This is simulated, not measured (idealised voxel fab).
The name of this process module is voxel ribs on slabs.
Xsec cut, 195 nm wide, square cell size 5 nm.
Heads up, the way a cross-section reads in here is a grid of square cells, handed over as bands from the top down, with every band being one or more rows of cells. Top height, bottom height, nm. Materials left to right, width each, nm. Single material + "everywhere" = fills band edge to edge. "air" = empty. Heights are measured from 0, the level below which the as-received wafer is all one material; the lowest band has no bottom and continues downward, written as in "0 nm and below". The width entry "30 to 40" should be interpreted row by row: the top row of cells in the band takes the first number, the bottom row takes the second number, and the change between adjacent rows is uniform throughout. When a step is marked "identical to before", none of the cells in the cross-section changed during that step. You'll see "Internal closed voids" listing empty spaces that have no way open to the top, as long as they're 8 cells or more; the notation is width x height at distance, where the distance is from the left edge, and all of it is in nm. after a step's settings: what the simulator itself notes on the step. overlay nm: mask offset rightward from planned place, masked step; negative means leftward offset.
**These are the steps we planned for the process**
- 1: RECEIVE: material Si
- 2: DIRECTIONAL_DEP: material SiO2, thk nm 25
- 3: DIRECTIONAL_DEP: material SiN, thk nm 20
- 4: PATTERN: tone cover, mask id RIB, material resist, width nm 25, thk nm 15, overlay nm 0
- 5: DIRECTIONAL_ETCH: etch materials SiN, depth nm 5
- 6: STRIP: etch materials resist
- 7: MASKED_ETCH: tone cover, mask id SLAB, width nm 85, etch materials SiN, depth nm 15, overlay nm 0
- 8: FILL_DEP: material SiO2, thk nm 20
- 9: CMP: height nm 60
- 10: DIRECTIONAL_DEP: material W, thk nm 10
- 11: DIRECTIONAL_DEP: material aC, thk nm 10
- 12: PATTERN: tone cover, mask id HEATER, material resist, width nm 35, thk nm 30, overlay nm 0
- 13: DIRECTIONAL_ETCH: etch materials aC, depth nm 10
- 14: STRIP: etch materials resist
- 15: DIRECTIONAL_ETCH: etch materials W, depth nm 10
- 16: STRIP: etch materials aC
- 17: CONFORMAL_DEP: material SiO2, thk nm 10
**As received (post step 1): cross-section**
  0 nm and below | Si everywhere
  Internal closed voids: none
**Cross-section: first of two wafers, module finished, run according to plan**
  80 nm to 70 nm | air 70 / SiO2 55 / air 70
  70 nm to 60 nm | SiO2 80 / W 35 / SiO2 80
  60 nm to 45 nm | SiO2 everywhere
  45 nm to 40 nm | SiO2 85 / SiN 25 / SiO2 85
  40 nm to 25 nm | SiO2 55 / SiN 85 / SiO2 55
  25 nm to 0 nm | SiO2 everywhere
  0 nm and below | Si everywhere
  Internal closed voids: none
**So this is wafer number two of the two, cut at the end of the module - it started where the first did and had the same plan, we just got one thing wrong running it**
  80 nm to 70 nm | air 70 / SiO2 55 / air 70
  70 nm to 60 nm | SiO2 80 / W 35 / SiO2 80
  60 nm to 45 nm | SiO2 everywhere
  45 nm to 40 nm | SiO2 55 / SiN 30 / SiO2 25 / SiN 30 / SiO2 55
  40 nm to 30 nm | SiO2 55 / SiN 85 / SiO2 55
  30 nm to 25 nm | SiN everywhere
  25 nm to 0 nm | SiO2 everywhere
  0 nm and below | Si everywhere
  Internal closed voids: none
Short version of what went wrong: step 4 was processed under conditions differing from the plan, specifically as PATTERN: tone open, mask id RIB, material resist, width nm 25, thk nm 15, overlay nm 0
Count the cells at the end and the second wafer has more or fewer of some materials than the first: SiN +29 | SiO2 -29
